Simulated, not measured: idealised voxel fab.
process module | voxel ribs on slabs
cross-section cut | 175 nm wide | cells 5 nm
A cross-section is a grid of square cells, given in bands from the top down. A band is one or more rows of cells.
Each band's line starts with the height of the band's top and of its bottom, in nm. Then come its materials from left to right, each with its width in nm. One material with "throughout" fills the band from edge to edge. "air" is empty space.
Height 0 is the level under which the wafer as received is all one material. The lowest band goes on downwards, as in "0 down".
A width such as "30 to 40" changes by the same amount from each row of cells to the next, from the band's top row to its bottom row.
"no change" after a step means that no cell of the cross-section changed.
closed voids: empty space of 8 cells or more with no open way to the top, each as width x height at its distance from the left edge, in nm
after a step's settings: what the simulator itself notes on the step
overlay nm, on a step with a mask: how far to the right of its planned place the mask lay; to the left if negative
plan
1 op RECEIVE | material Si
2 op DIRECTIONAL_DEP | material SiO2 | thk nm 30
3 op DIRECTIONAL_DEP | material SiN | thk nm 15
4 op DIRECTIONAL_DEP | material aC | thk nm 15
5 op PATTERN | tone cover | mask id RIB | material resist | width nm 15 | thk nm 35 | overlay nm 0
6 op DIRECTIONAL_ETCH | etch materials aC | depth nm 15
7 op STRIP | etch materials resist
8 op DIRECTIONAL_ETCH | etch materials SiN | depth nm 5
9 op STRIP | etch materials aC
10 op DIRECTIONAL_DEP | material aC | thk nm 15
11 op PATTERN | tone cover | mask id SLAB | material resist | width nm 45 | thk nm 35 | overlay nm -15
12 op DIRECTIONAL_ETCH | etch materials aC | depth nm 15
13 op STRIP | etch materials resist
14 op DIRECTIONAL_ETCH | etch materials SiN | depth nm 10
15 op STRIP | etch materials aC
16 op FILL_DEP | material SiO2 | thk nm 20
17 op CMP | height nm 55
18 op DIRECTIONAL_DEP | material W | thk nm 10
19 op DIRECTIONAL_DEP | material aC | thk nm 10
20 op PATTERN | tone cover | mask id HEATER | material resist | width nm 25 | thk nm 30 | overlay nm 0
21 op DIRECTIONAL_ETCH | etch materials aC | depth nm 10
22 op STRIP | etch materials resist
23 op DIRECTIONAL_ETCH | etch materials W | depth nm 10
24 op STRIP | etch materials aC
25 op CONFORMAL_DEP | material SiN | thk nm 10
varied across the wafers: overlay nm of step 11. The plan shows the first wafer's value. All wafers start alike
first wafer as received, after step 1
  0 down: Si throughout
  closed voids: none
each wafer at the end: cells of each material gained (+) or lost (-) since it was received, then its closed voids
overlay nm -15 | +99 SiN | +364 SiO2 | +10 W | closed voids: none
overlay nm -10 | +99 SiN | +364 SiO2 | +10 W | closed voids: none
overlay nm -5 | +99 SiN | +364 SiO2 | +10 W | closed voids: none
overlay nm 0 | +99 SiN | +364 SiO2 | +10 W | closed voids: none
overlay nm 5 | +99 SiN | +364 SiO2 | +10 W | closed voids: none
overlay nm 10 | +99 SiN | +364 SiO2 | +10 W | closed voids: none
overlay nm 15 | +99 SiN | +364 SiO2 | +10 W | closed voids: none
